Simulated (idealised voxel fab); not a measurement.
A process module follows: voxel capacitor over wiring.
Each square cell in cross-section cut measures 5 nm, and the section as a whole is 195 nm wide.
Square cells in a grid make up a cross-section in this document, and the grid is given as bands, listed from the top down, each one or more rows of cells. Look at the band entry: it leads with the top's height and the bottom's height in nm. Then it lists the materials left to right, with a width in nm for each. The word "everywhere" on a single material says that material fills the band edge to edge. The word "empty" is empty space. A quick word on heights: they are counted from 0, and under that level the wafer as it came to us is one material throughout. The lowest band is different from the rest in having no bottom; it simply continues downward, written as in "0..down". A width such as "30..40" changes by the same amount from each row of cells to the next, from the band's top row to its bottom row. "left unchanged" means the step left every cell of the cross-section as it was. Closed empty spaces (no open way to the top) of 8 cells or more are what "Fully enclosed voids" lists, each as width x height at distance from the left edge, nm for all three. It should be noted that, on the line of a given step, the content following the step's settings is a remark produced by the simulator itself with respect to that step. Among the settings permitted on a step's line is "overlay nm"; applied to a step with a mask, it specifies the extent to which the mask lay to the right of its planned position, whereas a negative figure signifies a position to the left.
**Set out below are the planned steps of the process**
1. RECEIVE | material Si
2. CONFORMAL_DEP | material SiO2 | thk nm 15
3. CONFORMAL_DEP | material SiN | thk nm 5
4. DIRECTIONAL_DEP | material lowk | thk nm 15
5. DIRECTIONAL_DEP | material aC | thk nm 15
6. PATTERN | tone open | mask id METAL_1 | material resist | width nm 30 | pitch nm 80 | thk nm 30 | overlay nm 0
7. DIRECTIONAL_ETCH | etch materials aC | depth nm 15
8. STRIP | etch materials resist
9. DIRECTIONAL_ETCH | etch materials lowk | depth nm 15
10. DIRECTIONAL_ETCH | etch materials SiN | depth nm 5
11. STRIP | etch materials aC
12. CONFORMAL_DEP | material TiN | thk nm 5
13. FILL_DEP | material Ru | thk nm 10
14. CMP | height nm 35
15. CONFORMAL_DEP | material SiCN | thk nm 5
16. DIRECTIONAL_DEP | material SiO2 | thk nm 15
17. MASKED_ETCH | tone open | mask id PLUG_1 | width nm 15 | etch materials SiO2 | depth nm 15 | overlay nm 0
18. MASKED_ETCH | tone open | mask id PLUG_1 | width nm 15 | etch materials SiCN | depth nm 5 | overlay nm 0
19. EPI | material Ru | thk nm 10
20. EPI | material Ru | thk nm 10
21. DIRECTIONAL_DEP | material TiN | thk nm 5
22. DIRECTIONAL_DEP | material HfO2 | thk nm 5
23. DIRECTIONAL_DEP | material TiN | thk nm 5
24. MASKED_ETCH | tone cover | mask id UPPER_PLATE | width nm 55 | etch materials TiN | depth nm 5 | overlay nm 0
25. MASKED_ETCH | tone cover | mask id UPPER_PLATE | width nm 55 | etch materials HfO2 | depth nm 5 | overlay nm 0
26. MASKED_ETCH | tone cover | mask id LOWER_PLATE | width nm 65 | etch materials TiN | depth nm 5 | overlay nm 0
27. FILL_DEP | material SiO2 | thk nm 20
28. CMP | height nm 85
29. PATTERN | tone open | mask id PLUG_2 | material resist | width nm 15 | thk nm 15 | overlay nm 0
30. DIRECTIONAL_ETCH | etch materials SiO2 | depth nm 15
31. STRIP | etch materials resist
32. CONFORMAL_DEP | material TiN | thk nm 5
33. FILL_DEP | material W | thk nm 5
34. CMP | height nm 85
35. CONFORMAL_DEP | material SiCN | thk nm 5
**Cross-section of the wafer as it came to us, i.e., already through step 1**
> 0..down: Si everywhere
> Fully enclosed voids: none
**a wafer at the end: this start, this plan, one mistake**
> 90..85: SiCN everywhere
> 85..75: 65..55 nm SiO2  15..55 nm TiN  115..85 nm SiO2
> 75..70: 55 nm SiO2  55 nm HfO2  85 nm SiO2
> 70..60: Ru everywhere
> 60..55: 55 nm TiN  15 nm Ru  125 nm TiN
> 55..50: 55 nm SiO2  15 nm Ru  125 nm SiO2
> 50..45: 55 nm SiO2  15 nm TiN  125 nm SiO2
> 45..40: 55 nm SiO2  15 nm Ru  125 nm SiO2
> 40..35: 55 nm SiCN  15 nm Ru  125 nm SiCN
> 35..20: 40 nm lowk  5 nm TiN  20 nm Ru  5 nm TiN  50 nm lowk  5 nm TiN  20 nm Ru  5 nm TiN  45 nm lowk
> 20..15: 40 nm SiN  30 nm TiN  50 nm SiN  30 nm TiN  45 nm SiN
> 15..0: SiO2 everywhere
> 0..down: Si everywhere
> Fully enclosed voids: none
what went wrong: step 20 ran in the slot meant for step 21, and vice versa
